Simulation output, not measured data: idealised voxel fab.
voxel capacitor over wiring: a process module
cross-section cut | 285 nm wide | cells 5 nm
How to read a cross-section here: the picture is a grid of square cells, written as bands going from the top down, and any band can span one or more rows of cells. Each band's line starts with the height of the band's top and of its bottom, in nm. Then come its materials from left to right, each with its width in nm. One material with "everywhere" fills the band from edge to edge. "blank" is empty space. The reference from which all heights are counted is 0, the level beneath which the as-received wafer is entirely one material; the lowest band, having no lower bound, proceeds downward and is written after the example "z 0 and below". Width "30..40": first value at the band's top row of cells, second value at its bottom row, equal change from row to row. "remained the same" after a step means that no cell of the cross-section changed. So "Closed empty spaces" is basically the list of trapped voids: any empty space of 8 cells or more that can't reach the top through an opening. They're written width x height at distance, the distance being from the left edge, and it's all nm. Post-settings text on a step line: simulator's own remark regarding the step. "overlay nm" answers the question of how far to the right of plan the mask lay on a step that has a mask, and when it is negative the answer is to the left. For the reader: what remains of this document is a series of pairs, each showing a cross-section before one process step and a cross-section after that step which reaches down only to the lowest band that changed, with the step between them and its settings set out under the pair. It should not be assumed that a pair continues from the pair above it; the pairs can come from different runs of this module on the same starting wafer, and such continuity exists only where the entry headed "Pre-step cross-section" says so.
Pre-step cross-section:
z 95 to 85: blank=100  aC=60  blank=125
z 85 to 80: blank=95  aC=70  blank=120
z 80 to 75: blank=95  aC=5  TiN=60  aC=5  blank=120
z 75 to 70: blank=95  aC=5  HfO2=60  aC=5  blank=120
z 70 to 65: TiN everywhere
z 65 to 45: SiO2=100  TiN=5  Ru=5  TiN=5  SiO2=170
z 45 to 40: SiCN=100  TiN=15  SiCN=170
z 40 to 35: SiO2=90  TiN=5  W=15  TiN=5  SiO2=55  TiN=5  W=15  TiN=5  SiO2=90
z 35 to 30: SiN=90  TiN=25  SiN=55  TiN=25  SiN=90
z 30 to 0: SiO2 everywhere
z 0 and below: Si everywhere
Closed empty spaces: none
State After Step:
z 95 to 85: blank=100  aC=60  blank=125
z 85 to 80: blank=95  aC=70  blank=120
z 80 to 75: blank=95  aC=5  TiN=60  aC=5  blank=120
z 75 to 70: blank=95  aC=5  HfO2=60  aC=5  blank=120
z 70 to 65: blank=95  TiN=70  blank=120
Heights below 65 show no change.
Closed empty spaces: none
Step, before to after (see cross-sections above): DIRECTIONAL_ETCH (etch materials TiN; depth nm 5)
Pre-step cross-section: just use the after drawing of the pair above as your starting point.
State After Step:
z 80 to 75: blank=100  TiN=60  blank=125
z 75 to 70: blank=100  HfO2=60  blank=125
Heights below 70 show no change.
Closed empty spaces: none
Step, before to after (see cross-sections above): STRIP (etch materials aC)
Pre-step cross-section: just use the after drawing of the pair above as your starting point.
State After Step:
z 100 to 80: SiO2 everywhere
z 80 to 75: SiO2=100  TiN=60  SiO2=125
z 75 to 70: SiO2=100  HfO2=60  SiO2=125
z 70 to 65: SiO2=95  TiN=70  SiO2=120
Heights below 65 show no change.
Closed empty spaces: none
Step, before to after (see cross-sections above): FILL_DEP (material SiO2; thk nm 20)
Pre-step cross-section: just use the after drawing of the pair above as your starting point.
State After Step:
z 95 to 80: SiO2 everywhere
Heights below 80 show no change.
Closed empty spaces: none
Step, before to after (see cross-sections above): CMP (height nm 95)
Pre-step cross-section: just use the after drawing of the pair above as your starting point.
State After Step:
z 115 to 95: resist=110  blank=15  resist=160
Heights below 95 show no change.
Closed empty spaces: none
Step, before to after (see cross-sections above): PATTERN (tone open; mask id PLUG_2; material resist; width nm 15; thk nm 20; overlay nm 0)
Pre-step cross-section: just use the after drawing of the pair above as your starting point.
State After Step:
z 115 to 95: resist=110  blank=15  resist=160
z 95 to 80: SiO2=110  blank=15  SiO2=160
Heights below 80 show no change.
Closed empty spaces: none
Step, before to after (see cross-sections above): DIRECTIONAL_ETCH (etch materials SiO2; depth nm 15)
Pre-step cross-section: just use the after drawing of the pair above as your starting point.
State After Step:
z 95 to 80: SiO2=110  blank=15  SiO2=160
Heights below 80 show no change.
Closed empty spaces: none
Step, before to after (see cross-sections above): STRIP (etch materials resist)
Pre-step cross-section: just use the after drawing of the pair above as your starting point.
State After Step:
z 100 to 95: TiN=115  blank=5  TiN=165
z 95 to 85: SiO2=110  TiN=5  blank=5  TiN=5  SiO2=160
z 85 to 75: SiO2=110..100  TiN=15..60  SiO2=160..125
Heights below 75 show no change.
Closed empty spaces: none
Step, before to after (see cross-sections above): CONFORMAL_DEP (material TiN; thk nm 5)
Pre-step cross-section: just use the after drawing of the pair above as your starting point.
State After Step:
z 110 to 100: Cu everywhere
z 100 to 95: TiN=115  Cu=5  TiN=165
z 95 to 85: SiO2=110  TiN=5  Cu=5  TiN=5  SiO2=160
Heights below 85 show no change.
Closed empty spaces: none
Step, before to after (see cross-sections above): FILL_DEP (material Cu; thk nm 10)
Pre-step cross-section: just use the after drawing of the pair above as your starting point.
State After Step:
z 95 to 85: SiO2=110  TiN=5  Cu=5  TiN=5  SiO2=160
Heights below 85 show no change.
Closed empty spaces: none
Step, before to after (see cross-sections above): CMP (height nm 95)
Pre-step cross-section: just use the after drawing of the pair above as your starting point.
State After Step:
z 100 to 95: SiN everywhere
Heights below 95 show no change.
Closed empty spaces: none
Step, before to after (see cross-sections above): CONFORMAL_DEP (material SiN; thk nm 5)
Pre-step cross-section:
z 65 to 45: SiO2=100  TiN=5  Ru=5  TiN=5  SiO2=170
z 45 to 40: SiCN=100  TiN=15  SiCN=170
z 40 to 20: SiO2=90  TiN=5  W=15  TiN=5  SiO2=55  TiN=5  W=15  TiN=5  SiO2=90
z 20 to 15: SiN=90  TiN=25  SiN=55  TiN=25  SiN=90
z 15 to 0: SiO2 everywhere
z 0 and below: Si everywhere
Closed empty spaces: none
State After Step:
z 70 to 65: HfO2 everywhere
Heights below 65 show no change.
Closed empty spaces: none
Step, before to after (see cross-sections above): DIRECTIONAL_DEP (material HfO2; thk nm 5)
Pre-step cross-section: just use the after drawing of the pair above as your starting point.
State After Step:
z 75 to 70: TiN everywhere
Heights below 70 show no change.
Closed empty spaces: none
Step, before to after (see cross-sections above): DIRECTIONAL_DEP (material TiN; thk nm 5)
Pre-step cross-section: just use the after drawing of the pair above as your starting point.
State After Step:
z 80 to 70: TiN everywhere
Heights below 70 show no change.
Closed empty spaces: none
Step, before to after (see cross-sections above): DIRECTIONAL_DEP (material TiN; thk nm 5)
Pre-step cross-section: just use the after drawing of the pair above as your starting point.
State After Step:
z 95 to 80: aC everywhere
Heights below 80 show no change.
Closed empty spaces: none
Step, before to after (see cross-sections above): DIRECTIONAL_DEP (material aC; thk nm 15)
Pre-step cross-section: just use the after drawing of the pair above as your starting point.
State After Step:
z 130 to 95: blank=100  resist=60  blank=125
Heights below 95 show no change.
Closed empty spaces: none
Step, before to after (see cross-sections above): PATTERN (tone cover; mask id UPPER_PLATE; material resist; width nm 60; thk nm 35; overlay nm 0)
Pre-step cross-section: just use the after drawing of the pair above as your starting point.
State After Step:
z 115 to 95: blank=100  resist=60  blank=125
z 95 to 80: blank=100  aC=60  blank=125
Heights below 80 show no change.
Closed empty spaces: none
Step, before to after (see cross-sections above): DIRECTIONAL_ETCH (etch materials aC; depth nm 15)
Pre-step cross-section: just use the after drawing of the pair above as your starting point.
State After Step:
z 95 to 80: blank=100  aC=60  blank=125
Heights below 80 show no change.
Closed empty spaces: none
Step, before to after (see cross-sections above): STRIP (etch materials resist)
Pre-step cross-section: just use the after drawing of the pair above as your starting point.
State After Step:
z 95 to 80: blank=100  aC=60  blank=125
z 80 to 75: blank=100  TiN=60  blank=125
Heights below 75 show no change.
Closed empty spaces: none
Step, before to after (see cross-sections above): DIRECTIONAL_ETCH (etch materials TiN; depth nm 5)
Pre-step cross-section: just use the after drawing of the pair above as your starting point.
State After Step:
z 80 to 75: blank=100  TiN=60  blank=125
Heights below 75 show no change.
Closed empty spaces: none
Step, before to after (see cross-sections above): STRIP (etch materials aC)
Pre-step cross-section: just use the after drawing of the pair above as your starting point.
State After Step:
z 95 to 90: blank=100  aC=60  blank=125
z 90 to 80: aC everywhere
z 80 to 75: aC=100  TiN=60  aC=125
Heights below 75 show no change.
Closed empty spaces: none
Step, before to after (see cross-sections above): DIRECTIONAL_DEP (material aC; thk nm 15)
Pre-step cross-section: just use the after drawing of the pair above as your starting point.
State After Step:
z 125 to 95: blank=95  resist=70  blank=120
z 95 to 90: blank=95  resist=5  aC=60  resist=5  blank=120
Heights below 90 show no change.
Closed empty spaces: none
Step, before to after (see cross-sections above): PATTERN (tone cover; mask id LOWER_PLATE; material resist; width nm 70; thk nm 30; overlay nm 0)
Pre-step cross-section: just use the after drawing of the pair above as your starting point.
State After Step:
z 110 to 95: blank=95  resist=70  blank=120
z 95 to 90: blank=95  resist=5  aC=60  resist=5  blank=120
z 90 to 80: blank=95  aC=70  blank=120
z 80 to 75: blank=95  aC=5  TiN=60  aC=5  blank=120
Heights below 75 show no change.
Closed empty spaces: none
Step, before to after (see cross-sections above): DIRECTIONAL_ETCH (etch materials aC; depth nm 15)
Pre-step cross-section: just use the after drawing of the pair above as your starting point.
State After Step:
z 95 to 90: blank=100  aC=60  blank=125
Heights below 90 show no change.
Closed empty spaces: none
Step, before to after (see cross-sections above): STRIP (etch materials resist)
Pre-step cross-section: just use the after drawing of the pair above as your starting point.
State After Step:
z 95 to 90: blank=100  aC=60  blank=125
z 90 to 80: blank=95  aC=70  blank=120
z 80 to 75: blank=95  aC=5  TiN=60  aC=5  blank=120
z 75 to 70: blank=95  TiN=70  blank=120
Heights below 70 show no change.
Closed empty spaces: none
Step, before to after (see cross-sections above): DIRECTIONAL_ETCH (etch materials TiN; depth nm 5)
Pre-step cross-section: just use the after drawing of the pair above as your starting point.
State After Step:
z 80 to 70: blank=100..95  TiN=60..70  blank=125..120
Heights below 70 show no change.
Closed empty spaces: none
Step, before to after (see cross-sections above): STRIP (etch materials aC)
Pre-step cross-section: just use the after drawing of the pair above as your starting point.
State After Step:
z 100 to 80: SiO2 everywhere
z 80 to 70: SiO2=100..95  TiN=60..70  SiO2=125..120
Heights below 70 show no change.
Closed empty spaces: none
Step, before to after (see cross-sections above): FILL_DEP (material SiO2; thk nm 20)
Pre-step cross-section: just use the after drawing of the pair above as your starting point.
State After Step:
z 95 to 80: SiO2 everywhere
Heights below 80 show no change.
Closed empty spaces: none
Step, before to after (see cross-sections above): CMP (height nm 95)
Pre-step cross-section: just use the after drawing of the pair above as your starting point.
State After Step:
z 115 to 95: resist=110  blank=15  resist=160
Heights below 95 show no change.
Closed empty spaces: none
Step, before to after (see cross-sections above): PATTERN (tone open; mask id PLUG_2; material resist; width nm 15; thk nm 20; overlay nm 0)
Pre-step cross-section: just use the after drawing of the pair above as your starting point.
State After Step:
z 115 to 95: resist=110  blank=15  resist=160
z 95 to 80: SiO2=110  blank=15  SiO2=160
Heights below 80 show no change.
Closed empty spaces: none
Step, before to after (see cross-sections above): DIRECTIONAL_ETCH (etch materials SiO2; depth nm 15)
Pre-step cross-section: just use the after drawing of the pair above as your starting point.
State After Step:
z 95 to 80: SiO2=110  blank=15  SiO2=160
Heights below 80 show no change.
Closed empty spaces: none
Step, before to after (see cross-sections above): STRIP (etch materials resist)
Pre-step cross-section: just use the after drawing of the pair above as your starting point.
State After Step:
z 100 to 95: TiN=115  blank=5  TiN=165
z 95 to 85: SiO2=110  TiN=5  blank=5  TiN=5  SiO2=160
z 85 to 75: SiO2=110..100  TiN=15..60  SiO2=160..125
Heights below 75 show no change.
Closed empty spaces: none
Step, before to after (see cross-sections above): CONFORMAL_DEP (material TiN; thk nm 5)
Pre-step cross-section: just use the after drawing of the pair above as your starting point.
State After Step:
z 110 to 100: Cu everywhere
z 100 to 95: TiN=115  Cu=5  TiN=165
z 95 to 85: SiO2=110  TiN=5  Cu=5  TiN=5  SiO2=160
Heights below 85 show no change.
Closed empty spaces: none
Step, before to after (see cross-sections above): FILL_DEP (material Cu; thk nm 10)
Pre-step cross-section: just use the after drawing of the pair above as your starting point.
State After Step:
z 95 to 85: SiO2=110  TiN=5  Cu=5  TiN=5  SiO2=160
Heights below 85 show no change.
Closed empty spaces: none
Step, before to after (see cross-sections above): CMP (height nm 95)
Pre-step cross-section: just use the after drawing of the pair above as your starting point.
State After Step:
z 100 to 95: SiN everywhere
Heights below 95 show no change.
Closed empty spaces: none
Step, before to after (see cross-sections above): CONFORMAL_DEP (material SiN; thk nm 5)
Pre-step cross-section:
z 75 to 70: HfO2 everywhere
z 70 to 65: TiN everywhere
z 65 to 45: SiO2=100  TiN=5  Ru=5  TiN=5  SiO2=170
z 45 to 40: SiCN=100  TiN=15  SiCN=170
z 40 to 20: SiO2=90  TiN=5  W=15  TiN=5  SiO2=55  TiN=5  W=15  TiN=5  SiO2=90
z 20 to 15: SiN=90  TiN=25  SiN=55  TiN=25  SiN=90
z 15 to 0: SiO2 everywhere
z 0 and below: Si everywhere
Closed empty spaces: none
State After Step:
z 90 to 75: TiN everywhere
Heights below 75 show no change.
Closed empty spaces: none
Step, before to after (see cross-sections above): DIRECTIONAL_DEP (material TiN; thk nm 15)
Pre-step cross-section: just use the after drawing of the pair above as your starting point.
State After Step:
z 105 to 90: aC everywhere
Heights below 90 show no change.
Closed empty spaces: none
Step, before to after (see cross-sections above): DIRECTIONAL_DEP (material aC; thk nm 15)
Pre-step cross-section: just use the after drawing of the pair above as your starting point.
State After Step:
z 140 to 105: blank=100  resist=60  blank=125
Heights below 105 show no change.
Closed empty spaces: none
Step, before to after (see cross-sections above): PATTERN (tone cover; mask id UPPER_PLATE; material resist; width nm 60; thk nm 35; overlay nm 0)
Pre-step cross-section: just use the after drawing of the pair above as your starting point.
State After Step:
z 125 to 105: blank=100  resist=60  blank=125
z 105 to 90: blank=100  aC=60  blank=125
Heights below 90 show no change.
Closed empty spaces: none
Step, before to after (see cross-sections above): DIRECTIONAL_ETCH (etch materials aC; depth nm 15)
Pre-step cross-section: just use the after drawing of the pair above as your starting point.
State After Step:
z 105 to 90: blank=100  aC=60  blank=125
Heights below 90 show no change.
Closed empty spaces: none
Step, before to after (see cross-sections above): STRIP (etch materials resist)
Pre-step cross-section: just use the after drawing of the pair above as your starting point.
State After Step:
z 105 to 90: blank=100  aC=60  blank=125
z 90 to 85: blank=100  TiN=60  blank=125
Heights below 85 show no change.
Closed empty spaces: none
Step, before to after (see cross-sections above): DIRECTIONAL_ETCH (etch materials TiN; depth nm 5)
Pre-step cross-section: just use the after drawing of the pair above as your starting point.
State After Step:
z 90 to 85: blank=100  TiN=60  blank=125
Heights below 85 show no change.
Closed empty spaces: none
Step, before to after (see cross-sections above): STRIP (etch materials aC)
Pre-step cross-section: just use the after drawing of the pair above as your starting point.
State After Step:
z 105 to 100: blank=100  aC=60  blank=125
z 100 to 90: aC everywhere
z 90 to 85: aC=100  TiN=60  aC=125
Heights below 85 show no change.
Closed empty spaces: none
Step, before to after (see cross-sections above): DIRECTIONAL_DEP (material aC; thk nm 15)
Pre-step cross-section: just use the after drawing of the pair above as your starting point.
State After Step:
z 135 to 105: blank=95  resist=70  blank=120
z 105 to 100: blank=95  resist=5  aC=60  resist=5  blank=120
Heights below 100 show no change.
Closed empty spaces: none
Step, before to after (see cross-sections above): PATTERN (tone cover; mask id LOWER_PLATE; material resist; width nm 70; thk nm 30; overlay nm 0)
Pre-step cross-section: just use the after drawing of the pair above as your starting point.
State After Step:
z 120 to 105: blank=95  resist=70  blank=120
z 105 to 100: blank=95  resist=5  aC=60  resist=5  blank=120
z 100 to 90: blank=95  aC=70  blank=120
z 90 to 85: blank=95  aC=5  TiN=60  aC=5  blank=120
Heights below 85 show no change.
Closed empty spaces: none
Step, before to after (see cross-sections above): DIRECTIONAL_ETCH (etch materials aC; depth nm 15)
Pre-step cross-section: just use the after drawing of the pair above as your starting point.
State After Step:
z 105 to 100: blank=100  aC=60  blank=125
Heights below 100 show no change.
Closed empty spaces: none
Step, before to after (see cross-sections above): STRIP (etch materials resist)
Pre-step cross-section: just use the after drawing of the pair above as your starting point.
State After Step:
z 105 to 100: blank=100  aC=60  blank=125
z 100 to 90: blank=95  aC=70  blank=120
z 90 to 85: blank=95  aC=5  TiN=60  aC=5  blank=120
z 85 to 80: blank=95  TiN=70  blank=120
Heights below 80 show no change.
Closed empty spaces: none
Step, before to after (see cross-sections above): DIRECTIONAL_ETCH (etch materials TiN; depth nm 5)
Pre-step cross-section: just use the after drawing of the pair above as your starting point.
State After Step:
z 90 to 80: blank=100..95  TiN=60..70  blank=125..120
Heights below 80 show no change.
Closed empty spaces: none
Step, before to after (see cross-sections above): STRIP (etch materials aC)
Pre-step cross-section: just use the after drawing of the pair above as your starting point.
State After Step:
z 110 to 90: SiO2 everywhere
z 90 to 80: SiO2=100..95  TiN=60..70  SiO2=125..120
Heights below 80 show no change.
Closed empty spaces: none
Step, before to after (see cross-sections above): FILL_DEP (material SiO2; thk nm 20)
Pre-step cross-section: just use the after drawing of the pair above as your starting point.
State After Step:
z 95 to 90: SiO2 everywhere
Heights below 90 show no change.
Closed empty spaces: none
Step, before to after (see cross-sections above): CMP (height nm 95)
Pre-step cross-section: just use the after drawing of the pair above as your starting point.
State After Step:
z 115 to 95: resist=110  blank=15  resist=160
Heights below 95 show no change.
Closed empty spaces: none
Step, before to after (see cross-sections above): PATTERN (tone open; mask id PLUG_2; material resist; width nm 15; thk nm 20; overlay nm 0)
Pre-step cross-section: just use the after drawing of the pair above as your starting point.
State After Step:
z 115 to 95: resist=110  blank=15  resist=160
z 95 to 90: SiO2=110  blank=15  SiO2=160
Heights below 90 show no change.
Closed empty spaces: none
Step, before to after (see cross-sections above): DIRECTIONAL_ETCH (etch materials SiO2; depth nm 15)
Pre-step cross-section: just use the after drawing of the pair above as your starting point.
State After Step:
z 95 to 90: SiO2=110  blank=15  SiO2=160
Heights below 90 show no change.
Closed empty spaces: none
Step, before to after (see cross-sections above): STRIP (etch materials resist)
Pre-step cross-section: just use the after drawing of the pair above as your starting point.
State After Step:
z 100 to 95: TiN=115  blank=5  TiN=165
z 95 to 85: SiO2=110..100  TiN=15..60  SiO2=160..125
Heights below 85 show no change.
Closed empty spaces: none
Step, before to after (see cross-sections above): CONFORMAL_DEP (material TiN; thk nm 5)
Pre-step cross-section: just use the after drawing of the pair above as your starting point.
State After Step:
z 110 to 100: Cu everywhere
z 100 to 95: TiN=115  Cu=5  TiN=165
Heights below 95 show no change.
Closed empty spaces: none
Step, before to after (see cross-sections above): FILL_DEP (material Cu; thk nm 10)
Pre-step cross-section: just use the after drawing of the pair above as your starting point.
State After Step:
z 95 to 85: SiO2=110..100  TiN=15..60  SiO2=160..125
Heights below 85 show no change.
Closed empty spaces: none
Step, before to after (see cross-sections above): CMP (height nm 95)
Pre-step cross-section: just use the after drawing of the pair above as your starting point.
State After Step:
z 100 to 95: SiN everywhere
Heights below 95 show no change.
Closed empty spaces: none
Step, before to after (see cross-sections above): CONFORMAL_DEP (material SiN; thk nm 5)
Pre-step cross-section:
z 95 to 80: aC everywhere
z 80 to 75: TiN everywhere
z 75 to 70: HfO2 everywhere
z 70 to 65: TiN everywhere
z 65 to 45: SiO2=100  TiN=5  Ru=5  TiN=5  SiO2=170
z 45 to 40: SiCN=100  TiN=15  SiCN=170
z 40 to 20: SiO2=90  TiN=5  W=15  TiN=5  SiO2=55  TiN=5  W=15  TiN=5  SiO2=90
z 20 to 15: SiN=90  TiN=25  SiN=55  TiN=25  SiN=90
z 15 to 0: SiO2 everywhere
z 0 and below: Si everywhere
Closed empty spaces: none
State After Step:
z 130 to 95: blank=95  resist=70  blank=120
Heights below 95 show no change.
Closed empty spaces: none
Step, before to after (see cross-sections above): PATTERN (tone cover; mask id UPPER_PLATE; material resist; width nm 70; thk nm 35; overlay nm 0)
Pre-step cross-section: just use the after drawing of the pair above as your starting point.
State After Step:
z 115 to 95: blank=95  resist=70  blank=120
z 95 to 80: blank=95  aC=70  blank=120
Heights below 80 show no change.
Closed empty spaces: none
Step, before to after (see cross-sections above): DIRECTIONAL_ETCH (etch materials aC; depth nm 15)
Pre-step cross-section: just use the after drawing of the pair above as your starting point.
State After Step:
z 95 to 80: blank=95  aC=70  blank=120
Heights below 80 show no change.
Closed empty spaces: none
Step, before to after (see cross-sections above): STRIP (etch materials resist)
Pre-step cross-section: just use the after drawing of the pair above as your starting point.
State After Step:
z 95 to 80: blank=95  aC=70  blank=120
z 80 to 75: blank=95  TiN=70  blank=120
Heights below 75 show no change.
Closed empty spaces: none
Step, before to after (see cross-sections above): DIRECTIONAL_ETCH (etch materials TiN; depth nm 5)
Pre-step cross-section: just use the after drawing of the pair above as your starting point.
State After Step:
z 95 to 80: blank=95  aC=70  blank=120
z 80 to 75: blank=95  TiN=70  blank=120
z 75 to 70: blank=95  HfO2=70  blank=120
Heights below 70 show no change.
Closed empty spaces: none
Step, before to after (see cross-sections above): DIRECTIONAL_ETCH (etch materials HfO2; depth nm 5)
Pre-step cross-section: just use the after drawing of the pair above as your starting point.
State After Step:
z 80 to 75: blank=95  TiN=70  blank=120
Heights below 75 show no change.
Closed empty spaces: none
Step, before to after (see cross-sections above): STRIP (etch materials aC)
Pre-step cross-section: just use the after drawing of the pair above as your starting point.
State After Step:
z 95 to 85: blank=95  aC=70  blank=120
z 85 to 80: aC everywhere
z 80 to 75: aC=95  TiN=70  aC=120
z 75 to 70: aC=95  HfO2=70  aC=120
Heights below 70 show no change.
Closed empty spaces: none
Step, before to after (see cross-sections above): DIRECTIONAL_DEP (material aC; thk nm 15)
Pre-step cross-section: just use the after drawing of the pair above as your starting point.
State After Step:
z 125 to 95: blank=95  resist=70  blank=120
Heights below 95 show no change.
Closed empty spaces: none
Step, before to after (see cross-sections above): PATTERN (tone cover; mask id LOWER_PLATE; material resist; width nm 70; thk nm 30; overlay nm 0)
Pre-step cross-section: just use the after drawing of the pair above as your starting point.
State After Step:
z 110 to 95: blank=95  resist=70  blank=120
z 95 to 80: blank=95  aC=70  blank=120
z 80 to 75: blank=95  TiN=70  blank=120
z 75 to 70: blank=95  HfO2=70  blank=120
Heights below 70 show no change.
Closed empty spaces: none
Step, before to after (see cross-sections above): DIRECTIONAL_ETCH (etch materials aC; depth nm 15)
Pre-step cross-section: just use the after drawing of the pair above as your starting point.
State After Step:
z 95 to 80: blank=95  aC=70  blank=120
Heights below 80 show no change.
Closed empty spaces: none
Step, before to after (see cross-sections above): STRIP (etch materials resist)
Pre-step cross-section: just use the after drawing of the pair above as your starting point.
State After Step:
z 95 to 80: blank=95  aC=70  blank=120
z 80 to 75: blank=95  TiN=70  blank=120
z 75 to 70: blank=95  HfO2=70  blank=120
z 70 to 65: blank=95  TiN=70  blank=120
Heights below 65 show no change.
Closed empty spaces: none
Step, before to after (see cross-sections above): DIRECTIONAL_ETCH (etch materials TiN; depth nm 5)
Pre-step cross-section: just use the after drawing of the pair above as your starting point.
State After Step:
z 80 to 75: blank=95  TiN=70  blank=120
Heights below 75 show no change.
Closed empty spaces: none
Step, before to after (see cross-sections above): STRIP (etch materials aC)
Pre-step cross-section: just use the after drawing of the pair above as your starting point.
State After Step:
z 100 to 80: SiO2 everywhere
z 80 to 75: SiO2=95  TiN=70  SiO2=120
z 75 to 70: SiO2=95  HfO2=70  SiO2=120
z 70 to 65: SiO2=95  TiN=70  SiO2=120
Heights below 65 show no change.
Closed empty spaces: none
Step, before to after (see cross-sections above): FILL_DEP (material SiO2; thk nm 20)
Pre-step cross-section: just use the after drawing of the pair above as your starting point.
State After Step:
z 95 to 80: SiO2 everywhere
Heights below 80 show no change.
Closed empty spaces: none
Step, before to after (see cross-sections above): CMP (height nm 95)
Pre-step cross-section: just use the after drawing of the pair above as your starting point.
State After Step:
z 115 to 95: resist=110  blank=15  resist=160
Heights below 95 show no change.
Closed empty spaces: none
Step, before to after (see cross-sections above): PATTERN (tone open; mask id PLUG_2; material resist; width nm 15; thk nm 20; overlay nm 0)
Pre-step cross-section: just use the after drawing of the pair above as your starting point.
State After Step:
z 115 to 95: resist=110  blank=15  resist=160
z 95 to 80: SiO2=110  blank=15  SiO2=160
Heights below 80 show no change.
Closed empty spaces: none
Step, before to after (see cross-sections above): DIRECTIONAL_ETCH (etch materials SiO2; depth nm 15)
Pre-step cross-section: just use the after drawing of the pair above as your starting point.
State After Step:
z 95 to 80: SiO2=110  blank=15  SiO2=160
Heights below 80 show no change.
Closed empty spaces: none
Step, before to after (see cross-sections above): STRIP (etch materials resist)
Pre-step cross-section: just use the after drawing of the pair above as your starting point.
State After Step:
z 100 to 95: TiN=115  blank=5  TiN=165
z 95 to 85: SiO2=110  TiN=5  blank=5  TiN=5  SiO2=160
z 85 to 75: SiO2=110..95  TiN=15..70  SiO2=160..120
Heights below 75 show no change.
Closed empty spaces: none
Step, before to after (see cross-sections above): CONFORMAL_DEP (material TiN; thk nm 5)
Pre-step cross-section: just use the after drawing of the pair above as your starting point.
State After Step:
z 110 to 100: Cu everywhere
z 100 to 95: TiN=115  Cu=5  TiN=165
z 95 to 85: SiO2=110  TiN=5  Cu=5  TiN=5  SiO2=160
Heights below 85 show no change.
Closed empty spaces: none
Step, before to after (see cross-sections above): FILL_DEP (material Cu; thk nm 10)
Pre-step cross-section: just use the after drawing of the pair above as your starting point.
State After Step:
z 95 to 85: SiO2=110  TiN=5  Cu=5  TiN=5  SiO2=160
Heights below 85 show no change.
Closed empty spaces: none
Step, before to after (see cross-sections above): CMP (height nm 95)
Pre-step cross-section: just use the after drawing of the pair above as your starting point.
State After Step:
z 100 to 95: SiN everywhere
Heights below 95 show no change.
Closed empty spaces: none
Step, before to after (see cross-sections above): CONFORMAL_DEP (material SiN; thk nm 5)
Pre-step cross-section:
z 95 to 85: blank=100  aC=60  blank=125
z 85 to 80: aC everywhere
z 80 to 75: aC=100  TiN=60  aC=125
z 75 to 70: aC=100  HfO2=60  aC=125
z 70 to 65: TiN everywhere
z 65 to 45: SiO2=100  TiN=5  Ru=5  TiN=5  SiO2=170
z 45 to 40: SiCN=100  TiN=15  SiCN=170
z 40 to 20: SiO2=90  TiN=5  W=15  TiN=5  SiO2=55  TiN=5  W=15  TiN=5  SiO2=90
z 20 to 15: SiN=90  TiN=25  SiN=55  TiN=25  SiN=90
z 15 to 0: SiO2 everywhere
z 0 and below: Si everywhere
Closed empty spaces: none
State After Step:
z 125 to 95: blank=100  resist=70  blank=115
z 95 to 85: blank=100  aC=60  resist=10  blank=115
Heights below 85 show no change.
Closed empty spaces: none
Step, before to after (see cross-sections above): PATTERN (tone cover; mask id LOWER_PLATE; material resist; width nm 70; thk nm 30; overlay nm 5)
Pre-step cross-section: just use the after drawing of the pair above as your starting point.
State After Step:
z 110 to 95: blank=100  resist=70  blank=115
z 95 to 85: blank=100  aC=60  resist=10  blank=115
z 85 to 80: blank=100  aC=70  blank=115
z 80 to 75: blank=100  TiN=60  aC=10  blank=115
z 75 to 70: blank=100  HfO2=60  aC=10  blank=115
Heights below 70 show no change.
Closed empty spaces: none
Step, before to after (see cross-sections above): DIRECTIONAL_ETCH (etch materials aC; depth nm 15)
Pre-step cross-section: just use the after drawing of the pair above as your starting point.
State After Step:
z 95 to 85: blank=100  aC=60  blank=125
Heights below 85 show no change.
Closed empty spaces: none
Step, before to after (see cross-sections above): STRIP (etch materials resist)
Pre-step cross-section: just use the after drawing of the pair above as your starting point.
State After Step:
z 95 to 85: blank=100  aC=60  blank=125
z 85 to 80: blank=100  aC=70  blank=115
z 80 to 75: blank=100  TiN=60  aC=10  blank=115
z 75 to 70: blank=100  HfO2=60  aC=10  blank=115
z 70 to 65: blank=100  TiN=70  blank=115
Heights below 65 show no change.
Closed empty spaces: none
Step, before to after (see cross-sections above): DIRECTIONAL_ETCH (etch materials TiN; depth nm 5)
Pre-step cross-section: just use the after drawing of the pair above as your starting point.
State After Step:
z 80 to 75: blank=100  TiN=60  blank=125
z 75 to 70: blank=100  HfO2=60  blank=125
Heights below 70 show no change.
Closed empty spaces: none
Step, before to after (see cross-sections above): STRIP (etch materials aC)
Pre-step cross-section: just use the after drawing of the pair above as your starting point.
State After Step:
z 100 to 80: SiO2 everywhere
z 80 to 75: SiO2=100  TiN=60  SiO2=125
z 75 to 70: SiO2=100  HfO2=60  SiO2=125
z 70 to 65: SiO2=100  TiN=70  SiO2=115
Heights below 65 show no change.
Closed empty spaces: none
Step, before to after (see cross-sections above): FILL_DEP (material SiO2; thk nm 20)
Pre-step cross-section: just use the after drawing of the pair above as your starting point.
State After Step:
z 95 to 80: SiO2 everywhere
Heights below 80 show no change.
Closed empty spaces: none
Step, before to after (see cross-sections above): CMP (height nm 95)
Pre-step cross-section: just use the after drawing of the pair above as your starting point.
State After Step:
z 115 to 95: resist=110  blank=15  resist=160
Heights below 95 show no change.
Closed empty spaces: none
Step, before to after (see cross-sections above): PATTERN (tone open; mask id PLUG_2; material resist; width nm 15; thk nm 20; overlay nm 0)
Pre-step cross-section: just use the after drawing of the pair above as your starting point.
State After Step:
z 115 to 95: resist=110  blank=15  resist=160
z 95 to 80: SiO2=110  blank=15  SiO2=160
Heights below 80 show no change.
Closed empty spaces: none
Step, before to after (see cross-sections above): DIRECTIONAL_ETCH (etch materials SiO2; depth nm 15)
Pre-step cross-section: just use the after drawing of the pair above as your starting point.
State After Step:
z 95 to 80: SiO2=110  blank=15  SiO2=160
Heights below 80 show no change.
Closed empty spaces: none
Step, before to after (see cross-sections above): STRIP (etch materials resist)
Pre-step cross-section: just use the after drawing of the pair above as your starting point.
State After Step:
z 100 to 95: TiN=115  blank=5  TiN=165
z 95 to 85: SiO2=110  TiN=5  blank=5  TiN=5  SiO2=160
z 85 to 75: SiO2=110..100  TiN=15..60  SiO2=160..125
Heights below 75 show no change.
Closed empty spaces: none
Step, before to after (see cross-sections above): CONFORMAL_DEP (material TiN; thk nm 5)
Pre-step cross-section: just use the after drawing of the pair above as your starting point.
State After Step:
z 110 to 100: Cu everywhere
z 100 to 95: TiN=115  Cu=5  TiN=165
z 95 to 85: SiO2=110  TiN=5  Cu=5  TiN=5  SiO2=160
Heights below 85 show no change.
Closed empty spaces: none
Step, before to after (see cross-sections above): FILL_DEP (material Cu; thk nm 10)
Pre-step cross-section: just use the after drawing of the pair above as your starting point.
State After Step:
z 95 to 85: SiO2=110  TiN=5  Cu=5  TiN=5  SiO2=160
Heights below 85 show no change.
Closed empty spaces: none
Step, before to after (see cross-sections above): CMP (height nm 95)
